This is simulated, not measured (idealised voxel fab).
Module name: voxel ribs on slabs (process module)
Xsec cut, 175 nm wide, square cell size 5 nm.
Square cells in a grid make up a cross-section in this document, and the grid is given as bands, listed from the top down, each one or more rows of cells. For a band, the entry starts with two heights in nm, that of the top and then that of the bottom, and carries on with the band's materials in order from left to right, each alongside its width in nm; the word "edge to edge" beside a single material means it fills the band edge to edge, and "blank" means empty space. Heads up on the height convention: 0 is the point under which the incoming wafer is all one material, and the lowest band has no bottom, it just keeps going down, like "from 0 down". So if you see something like "30 to 40" for the width, read it as the top row of the band sitting at the first number and the bottom row at the second, with every row in between moving by the same amount as the last. A step reported as "everything unchanged" is a step in which no cell of the cross-section changed. The label "Enclosed void catalog" introduces a list of the empty spaces, 8 cells or larger, that have no open way up to the top; each entry in it reads width x height at distance, where the distance is taken from the left edge and all three are stated in nm. Step line, after settings: the simulator's comment on this step. overlay nm: on a step with a mask, how far right of its planned place the mask lay; negative means left.
THE PROCESS STEPS THAT WERE PLANNED ARE LISTED BELOW
1) RECEIVE: material Si
2) DIRECTIONAL_DEP: material SiO2, thk nm 30
3) DIRECTIONAL_DEP: material SiN, thk nm 20
4) PATTERN: tone cover, mask id RIB, material resist, width nm 20, thk nm 20, overlay nm 0
5) DIRECTIONAL_ETCH: etch materials SiN, depth nm 15
6) STRIP: etch materials resist
7) PATTERN: tone cover, mask id SLAB, material resist, width nm 60, thk nm 20, overlay nm 0
8) DIRECTIONAL_ETCH: etch materials SiN, depth nm 5
9) STRIP: etch materials resist
10) FILL_DEP: material SiO2, thk nm 15
11) CMP: height nm 60
12) DIRECTIONAL_DEP: material TiN, thk nm 10
13) DIRECTIONAL_DEP: material aC, thk nm 10
14) PATTERN: tone cover, mask id HEATER, material resist, width nm 30, thk nm 25, overlay nm 0
15) DIRECTIONAL_ETCH: etch materials aC, depth nm 10
16) STRIP: etch materials resist
17) DIRECTIONAL_ETCH: etch materials TiN, depth nm 10
18) STRIP: etch materials aC
19) CONFORMAL_DEP: material SiN, thk nm 5
CROSS-SECTION OF THE WAFER AT RECEIPT, WHICH IS THE CONDITION AFTER STEP 1
    from 0 down | Si edge to edge
    Enclosed void catalog: none
THE PLAN ABOVE WAS CARRIED OUT ON THE STARTING STRUCTURE ABOVE WITH ONE MISTAKE, AND THIS CROSS-SECTION SHOWS THE WAFER AT THE END OF THE MODULE
    from 75 to 70 | 65 nm blank | 40 nm SiN | 70 nm blank
    from 70 to 65 | 65 nm blank | 5 nm SiN | 30 nm TiN | 5 nm SiN | 70 nm blank
    from 65 to 60 | 70 nm SiN | 30 nm TiN | 75 nm SiN
    from 60 to 50 | 75 to 55 nm SiO2 | 20 to 60 nm SiN | 80 to 60 nm SiO2
    from 50 to 30 | SiN edge to edge
    from 30 to 0 | SiO2 edge to edge
    from 0 down | Si edge to edge
    Enclosed void catalog: none
Where did the run depart from the plan? heads up, step 3 of the plan got done twice
